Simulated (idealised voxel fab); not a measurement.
The following is a process module called voxel ribs on slabs.
Each square cell in cross-section cut measures 5 nm, and the section as a whole is 265 nm wide.
Reading order for cross-sections: top band down to bottom band. Underlying form: a grid of square cells. Band size: one or more rows of cells.
Each band's line starts with the height of the band's top and of its bottom, in nm. Then come its materials from left to right, each with its width in nm. One material with "edge to edge" fills the band from edge to edge. "air" is empty space.
Heights are reckoned from 0. Under this level, the received wafer is all of one material. The bottommost band is open-ended downward, for example "from 0 down".
When a width is written as two numbers, as in "30..40", the first number is the width in the top row of cells of the band and the second is the width in its bottom row, and the width changes by the same amount from each row to the next.
For the purposes of this document, the phrase "remained the same" attached to a step denotes that no cell within the cross-section was modified by that step.
In the "Closed voids list" entry, you get each enclosed empty space of 8 cells or more, one with no open way to the top, written width x height at distance, distance from the left edge, in nm.
On each step's line, the part that comes after the settings is the simulator's own comment on the step.
You can add "overlay nm" to a step's line. For a step with a mask, it describes how far the mask lay to the right of its planned position, and a negative number describes a lay to the left.
-- Here's what the planned process steps look like
- 1: RECEIVE | material Si
- 2: DIRECTIONAL_DEP | material SiO2 | thk nm 20
- 3: DIRECTIONAL_DEP | material polySi | thk nm 20
- 4: PATTERN | tone cover | mask id RIB | material resist | width nm 30 | thk nm 15 | overlay nm 0
- 5: DIRECTIONAL_ETCH | etch materials polySi | depth nm 5
- 6: STRIP | etch materials resist
- 7: PATTERN | tone cover | mask id SLAB | material resist | width nm 90 | thk nm 20 | overlay nm 0
- 8: DIRECTIONAL_ETCH | etch materials polySi | depth nm 15
- 9: STRIP | etch materials resist
- 10: FILL_DEP | material SiO2 | thk nm 30
- 11: CMP | height nm 60
- 12: DIRECTIONAL_DEP | material TiN | thk nm 10
- 13: PATTERN | tone cover | mask id HEATER | material resist | width nm 40 | thk nm 15 | overlay nm 0
- 14: DIRECTIONAL_ETCH | etch materials TiN | depth nm 10
- 15: STRIP | etch materials resist
- 16: CONFORMAL_DEP | material SiN | thk nm 5
-- Cross-section, incoming material, after step 1
	from 0 down: Si edge to edge
	Closed voids list: none
-- Figure: cross-sectional view of the wafer upon completion of the module, processed from the initial state and according to the plan depicted above, with one error introduced during execution
	from 75 to 70: 115 SiN, 30 air, 120 SiN
	from 70 to 65: 110 TiN, 5 SiN, 30 air, 5 SiN, 115 TiN
	from 65 to 60: 110 TiN, 40 SiN, 115 TiN
	from 60 to 40: SiO2 edge to edge
	from 40 to 35: 115 SiO2, 30 polySi, 120 SiO2
	from 35 to 20: 85 SiO2, 90 polySi, 90 SiO2
	from 20 to 0: SiO2 edge to edge
	from 0 down: Si edge to edge
	Closed voids list: none
Want to know what went wrong? heads up, step 13 didn't go per plan, it actually ran as PATTERN | tone open | mask id HEATER | material resist | width nm 40 | thk nm 15 | overlay nm 0
